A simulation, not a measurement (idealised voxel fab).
A process module follows: voxel capacitor over wiring.
Section shown: cut. Width: 165 nm. Cell size: 5 nm, square.
Notation: cross-section as square-cell grid; stated in bands, top first, going down; one or more cell rows per band.
Top height, bottom height, nm. Materials left to right, width each, nm. Single material + "throughout" = fills band edge to edge. "air" = empty.
A quick word on heights: they are counted from 0, and under that level the wafer as it came to us is one material throughout. The lowest band is different from the rest in having no bottom; it simply continues downward, written as in "0 -> down".
You'd read "30->40" like this: the band's top row of cells is as wide as the first number, its bottom row is as wide as the second, and going down, every row changes width by the same amount as the row before did.
Any step labelled "stayed the same" changed none of the cells in the cross-section.
Enclosed voids (no open way to top), threshold 8 cells or more, entry "Non-vented voids", notation width x height at distance, distance from left edge, nm.
Step line, after settings: the simulator's comment on this step.
When a step includes a mask, the "overlay nm" setting on its line states how far to the right of its planned place that mask lay, and negative values state how far to the left.
The planned process steps are enumerated hereunder:
1,RECEIVE [material Si]
2,CONFORMAL_DEP [material SiO2] [thk nm 10]
3,DIRECTIONAL_DEP [material TiN] [thk nm 5]
4,DIRECTIONAL_DEP [material W] [thk nm 15]
5,MASKED_ETCH [tone cover] [mask id METAL_1] [width nm 30] [pitch nm 95] [etch materials W] [depth nm 15] [overlay nm 0]
6,MASKED_ETCH [tone cover] [mask id METAL_1] [width nm 30] [pitch nm 95] [etch materials TiN] [depth nm 5] [overlay nm 0]
7,FILL_DEP [material lowk] [thk nm 10]
8,CMP [height nm 30]
9,CONFORMAL_DEP [material SiCN] [thk nm 5]
10,DIRECTIONAL_DEP [material SiO2] [thk nm 20]
11,PATTERN [tone open] [mask id PLUG_1] [material resist] [width nm 15] [thk nm 15] [overlay nm 0]
12,DIRECTIONAL_ETCH [etch materials SiO2] [depth nm 20]
13,DIRECTIONAL_ETCH [etch materials SiCN] [depth nm 5]
14,STRIP [etch materials resist]
15,CONFORMAL_DEP [material TiN] [thk nm 5]
16,FILL_DEP [material W] [thk nm 5]
17,CMP [height nm 55]
18,DIRECTIONAL_DEP [material TiN] [thk nm 10]
19,DIRECTIONAL_DEP [material SiN] [thk nm 5]
20,DIRECTIONAL_DEP [material TiN] [thk nm 5]
21,DIRECTIONAL_DEP [material aC] [thk nm 10]
22,PATTERN [tone cover] [mask id UPPER_PLATE] [material resist] [width nm 70] [thk nm 30] [overlay nm 0]
23,DIRECTIONAL_ETCH [etch materials aC] [depth nm 10]
24,STRIP [etch materials resist]
25,DIRECTIONAL_ETCH [etch materials TiN] [depth nm 5]
26,DIRECTIONAL_ETCH [etch materials SiN] [depth nm 5]
27,STRIP [etch materials aC]
28,PATTERN [tone cover] [mask id LOWER_PLATE] [material resist] [width nm 80] [thk nm 15] [overlay nm 0]
29,DIRECTIONAL_ETCH [etch materials TiN] [depth nm 10]
30,STRIP [etch materials resist]
31,FILL_DEP [material SiO2] [thk nm 20]
32,CMP [height nm 90]
33,MASKED_ETCH [tone open] [mask id PLUG_2] [width nm 15] [etch materials SiO2] [depth nm 15] [overlay nm 0]
34,CONFORMAL_DEP [material TiN] [thk nm 5]
35,FILL_DEP [material Ru] [thk nm 5]
36,CMP [height nm 90]
37,CONFORMAL_DEP [material SiN] [thk nm 5]
This is the cross-section of the wafer as we received it, i.e. after step 1:
* 0 -> down = Si throughout
* Non-vented voids: none
End-of-module cross-section. Starting structure and process plan as above; one mistake made in running it:
* 95 -> 90 = SiN throughout
* 90 -> 80 = SiO2 (45) / TiN (5) / Ru (5) / TiN (5) / SiO2 (105)
* 80 -> 75 = SiO2 (45) / TiN (15) / SiO2 (105)
* 75 -> 70 = SiO2 throughout
* 70 -> 65 = SiO2 (35) / SiN (70) / SiO2 (60)
* 65 -> 55 = SiO2 (30) / TiN (80) / SiO2 (55)
* 55 -> 35 = SiO2 (35) / TiN (5) / W (5) / TiN (5) / SiO2 (115)
* 35 -> 30 = SiCN (35) / TiN (15) / SiCN (115)
* 30 -> 15 = lowk (20) / W (30) / lowk (65) / W (30) / lowk (20)
* 15 -> 10 = lowk (20) / TiN (30) / lowk (65) / TiN (30) / lowk (20)
* 10 -> 0 = SiO2 throughout
* 0 -> down = Si throughout
* Non-vented voids: none
Short version of what went wrong: step 20 of the plan was bypassed and not carried out
